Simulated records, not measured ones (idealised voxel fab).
process module | voxel ribs on slabs
Each square cell in cross-section cut measures 5 nm, and the section as a whole is 250 nm wide.
The cross-sections in this document take the form of a grid made of square cells. They are written out as bands, in order from top to bottom. Each band consists of one or more rows of cells. Basically the band line says how high the top is and how high the bottom is, in nm, and then what's in it from left to right, every material with its width in nm. Empty space shows up as "empty", and if a single material carries "edge to edge" it runs the full band edge to edge. Height datum 0, below which the as-received substrate wafer is one material. Lowest band open at the bottom, running downward: "0 down". The width entry "30->40" should be interpreted row by row: the top row of cells in the band takes the first number, the bottom row takes the second number, and the change between adjacent rows is uniform throughout. "everything unchanged" -> step changed no cross-section cell. In "Enclosed void listing" the enclosed voids are listed, meaning empty spaces of 8 cells or larger without any opening to the top. The form is width x height at distance, distance from the left edge, units nm. It should be noted that, on the line of a given step, the content following the step's settings is a remark produced by the simulator itself with respect to that step. "overlay nm" denotes, for a step that has a mask, the displacement of the mask to the right of its planned place, with negative values corresponding to the left.
## The planned process steps are enumerated hereunder
1: RECEIVE,material Si
2: DIRECTIONAL_DEP,material SiO2,thk nm 20
3: DIRECTIONAL_DEP,material SiN,thk nm 25
4: PATTERN,tone cover,mask id RIB,material resist,width nm 25,thk nm 15,overlay nm 0
5: DIRECTIONAL_ETCH,etch materials SiN,depth nm 5
6: STRIP,etch materials resist
7: DIRECTIONAL_DEP,material aC,thk nm 10
8: PATTERN,tone cover,mask id SLAB,material resist,width nm 55,thk nm 25,overlay nm 0
9: DIRECTIONAL_ETCH,etch materials aC,depth nm 10
10: STRIP,etch materials resist
11: DIRECTIONAL_ETCH,etch materials SiN,depth nm 20
12: STRIP,etch materials aC
13: FILL_DEP,material SiO2,thk nm 25
14: CMP,height nm 65
15: DIRECTIONAL_DEP,material TiN,thk nm 10
16: DIRECTIONAL_DEP,material aC,thk nm 15
17: PATTERN,tone cover,mask id HEATER,material resist,width nm 35,thk nm 35,overlay nm 0
18: DIRECTIONAL_ETCH,etch materials aC,depth nm 15
19: STRIP,etch materials resist
20: DIRECTIONAL_ETCH,etch materials TiN,depth nm 10
21: STRIP,etch materials aC
22: CONFORMAL_DEP,material SiN,thk nm 10
## Wafer cross-section on receipt, i.e. after step 1
  0 down | Si edge to edge
  Enclosed void listing: none
## Starting wafer: above. Plan: above. Run: one mistake. Cross-section after the module: below
  85 to 75 | 95 nm empty, then 55 nm SiN, then 100 nm empty
  75 to 65 | 105 nm SiN, then 35 nm TiN, then 110 nm SiN
  65 to 40 | SiO2 edge to edge
  40 to 25 | 95 nm SiO2, then 15 nm SiN, then 25 nm SiO2, then 15 nm SiN, then 100 nm SiO2
  25 to 20 | 95 nm SiO2, then 55 nm SiN, then 100 nm SiO2
  20 to 0 | SiO2 edge to edge
  0 down | Si edge to edge
  Enclosed void listing: none
Diagnosis: steps 6 and 7 of the plan were each performed in the slot designated for the other
